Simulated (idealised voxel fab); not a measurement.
process module | voxel self aligned vias
cross-section cut | 265 nm wide | cells 5 nm
A cross-section is a grid of square cells, given in bands from the top down. A band is one or more rows of cells.
Each band's line starts with the height of the band's top and of its bottom, in nm. Then come its materials from left to right, each with its width in nm. One material with "throughout" fills the band from edge to edge. "air" is empty space.
Height 0 is the level under which the wafer as received is all one material. The lowest band goes on downwards, as in "0 down".
A width such as "30 to 40" changes by the same amount from each row of cells to the next, from the band's top row to its bottom row.
"no change" after a step means that no cell of the cross-section changed.
closed voids: empty space of 8 cells or more with no open way to the top, each as width x height at its distance from the left edge, in nm
after a step's settings: what the simulator itself notes on the step
overlay nm, on a step with a mask: how far to the right of its planned place the mask lay; to the left if negative
plan
1 op RECEIVE | material Si
2 op CONFORMAL_DEP | material SiO2 | thk nm 10
3 op CONFORMAL_DEP | material SiCN | thk nm 5
4 op DIRECTIONAL_DEP | material SiO2 | thk nm 20
5 op MASKED_ETCH | tone open | mask id LINES | width nm 20 | pitch nm 60 | etch materials SiO2 | depth nm 20 | overlay nm 0
6 op CONFORMAL_DEP | material TiN | thk nm 5
7 op FILL_DEP | material Ru | thk nm 10
8 op CMP | height nm 35
9 op SELECTIVE_ETCH | etch materials W Ru TiN | depth nm 10
10 op FILL_DEP | material SiN | thk nm 5
11 op CMP | height nm 35
12 op DIRECTIONAL_DEP | material SiO2 | thk nm 20
13 op PATTERN | tone open | mask id VIAS | material resist | width nm 30 | pitch nm 60 | thk nm 20 | overlay nm -15
14 op DIRECTIONAL_ETCH | etch materials SiO2 | depth nm 20
15 op DIRECTIONAL_ETCH | etch materials SiN | depth nm 10
16 op STRIP | etch materials resist
17 op CONFORMAL_DEP | material TiN | thk nm 5
18 op FILL_DEP | material Ru | thk nm 10
19 op CMP | height nm 55
20 op CONFORMAL_DEP | material SiCN | thk nm 5
varied across the wafers: overlay nm of step 13. The plan shows the first wafer's value. All wafers start alike
first wafer as received, after step 1
  0 down: Si throughout
  closed voids: none
each wafer at the end: cells of each material gained (+) or lost (-) since it was received, then its closed voids
overlay nm -15 | +28 Ru | +106 SiCN | +8 SiN | +450 SiO2 | +44 TiN | closed voids: none
overlay nm -10 | +32 Ru | +106 SiCN | +4 SiN | +450 SiO2 | +44 TiN | closed voids: none
overlay nm -5 | +36 Ru | +106 SiCN | +450 SiO2 | +44 TiN | closed voids: none
overlay nm 0 | +36 Ru | +106 SiCN | +450 SiO2 | +44 TiN | closed voids: none
overlay nm 5 | +36 Ru | +106 SiCN | +450 SiO2 | +44 TiN | closed voids: none
overlay nm 10 | +32 Ru | +106 SiCN | +4 SiN | +450 SiO2 | +44 TiN | closed voids: none
overlay nm 15 | +28 Ru | +106 SiCN | +8 SiN | +450 SiO2 | +44 TiN | closed voids: none
